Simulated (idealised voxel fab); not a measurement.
Herein follows the process module entitled voxel ribs on slabs.
Square cells of 5 nm make up the cross-section cut, whose width is 270 nm.
Square cells in a grid make up a cross-section in this document, and the grid is given as bands, listed from the top down, each one or more rows of cells. First you get the band's top height and its bottom height, in nm, and then the materials it's made of, left to right, with each width in nm. If you see a single material with "all across", that one covers the band edge to edge. "blank" is empty space. Height reference: 0 = level under which incoming wafer is all one material. Lowest band: no bottom, runs on downward, e.g. "z 0 and below". Width spec "30..40" -> top row of cells at first value, bottom row at second value, equal per-row change in between. Step note "remained the same" = no cross-section cell changed. Under "Sealed void list" you'll find the enclosed gaps, the ones with no way out to the top, that are 8 cells or bigger; each reads width x height at distance, with distance counted from the left edge, everything in nm. On a step's line, text after the settings is the simulator commenting on that step. overlay nm: where the mask lay relative to plan, measured to the right, on steps with a mask; negatives go left.
List of planned process steps
1) RECEIVE [material Si]
2) DIRECTIONAL_DEP [material SiO2] [thk nm 30]
3) DIRECTIONAL_DEP [material polySi] [thk nm 15]
4) MASKED_ETCH [tone cover] [mask id RIB] [width nm 15] [etch materials polySi] [depth nm 10] [overlay nm 0]
5) PATTERN [tone cover] [mask id SLAB] [material resist] [width nm 65] [thk nm 15] [overlay nm 0]
6) DIRECTIONAL_ETCH [etch materials polySi] [depth nm 5]
7) STRIP [etch materials resist]
8) FILL_DEP [material SiO2] [thk nm 25]
9) CMP [height nm 65]
10) DIRECTIONAL_DEP [material W] [thk nm 10]
11) MASKED_ETCH [tone cover] [mask id HEATER] [width nm 25] [etch materials W] [depth nm 10] [overlay nm 0]
12) CONFORMAL_DEP [material SiO2] [thk nm 10]
Cross-section of the wafer as it came to us, i.e., already through step 1
> z 0 and below: Si all across
> Sealed void list: none
End state of the module in cross-section, given the above starting point and plan and one mistake in execution
> z 85 to 75: blank=110 / SiO2=45 / blank=115
> z 75 to 65: SiO2=120 / W=25 / SiO2=125
> z 65 to 15: SiO2 all across
> z 15 to 0: polySi all across
> z 0 and below: Si all across
> Sealed void list: none
It is concluded that the wafer was processed incorrectly with respect to the plan, in that plan vs actual: 2 and 3 interchanged
